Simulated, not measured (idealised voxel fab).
You're looking at the process module voxel double patterning.
Xsec cut, 215 nm wide, square cell size 5 nm.
Reading order for cross-sections: top band down to bottom band. Underlying form: a grid of square cells. Band size: one or more rows of cells. Band: top and bottom heights (nm) first, top before bottom; then materials from left to right, widths in nm. "edge to edge" marks a sole material filling the band edge to edge. "blank" denotes empty space. Measure heights from 0. That's the level where, below it, the as-received wafer is all one material. The lowest band is bottomless and extends downward; write it as in "z 0 and below". Read "30 to 40" as a graded width: first number on top, second number at the bottom, same change between each pair of neighbouring rows. Given "remained the same" for a step, no cell of the cross-section differs between before and after that step. The label "Closed internal voids" introduces a list of the empty spaces, 8 cells or larger, that have no open way up to the top; each entry in it reads width x height at distance, where the distance is taken from the left edge and all three are stated in nm. Read whatever lies past the settings on a step's line as the simulator's own remark about the step. overlay nm: where the mask lay relative to plan, measured to the right, on steps with a mask; negatives go left.

### Planned process steps
1,RECEIVE: material Si
2,CONFORMAL_DEP: material SiO2, thk nm 10
3,DIRECTIONAL_DEP: material polySi, thk nm 10
4,DIRECTIONAL_DEP: material SiCN, thk nm 10
5,PATTERN: tone open, mask id FIRST, material resist, width nm 15, pitch nm 50, thk nm 15, overlay nm 0
6,DIRECTIONAL_ETCH: etch materials SiCN, depth nm 10
7,STRIP: etch materials resist
8,DIRECTIONAL_DEP: material aC, thk nm 10
9,PATTERN: tone open, mask id SECOND, material resist, width nm 15, pitch nm 50, thk nm 30, overlay nm 0
10,DIRECTIONAL_ETCH: etch materials aC, depth nm 10
11,STRIP: etch materials resist
12,DIRECTIONAL_ETCH: etch materials SiCN, depth nm 10
13,STRIP: etch materials aC
14,DIRECTIONAL_ETCH: etch materials polySi, depth nm 10
15,STRIP: etch materials SiCN

### Wafer as received: cross-section following step 1
z 0 and below: Si edge to edge
Closed internal voids: none

### Cross-section, first of two wafers, end of module, run as planned
z 20 to 10: polySi: 50, then blank: 15, then polySi: 10, then blank: 15, then polySi: 10, then blank: 15, then polySi: 10, then blank: 15, then polySi: 10, then blank: 15, then polySi: 50
z 10 to 0: SiO2 edge to edge
z 0 and below: Si edge to edge
Closed internal voids: none

### Wafer two, end of module, cross-section. Same start, same plan as wafer one. One mistake in the run
z 10 to 0: polySi: 50, then blank: 15, then polySi: 10, then blank: 15, then polySi: 10, then blank: 15, then polySi: 10, then blank: 15, then polySi: 10, then blank: 15, then polySi: 50
z 0 and below: Si edge to edge
Closed internal voids: none
What was the processing mistake? the run left out plan step 2 entirely, so it was never executed
Final wafer comparison in cells, second versus first, more or fewer per material: 86 fewer of SiO2
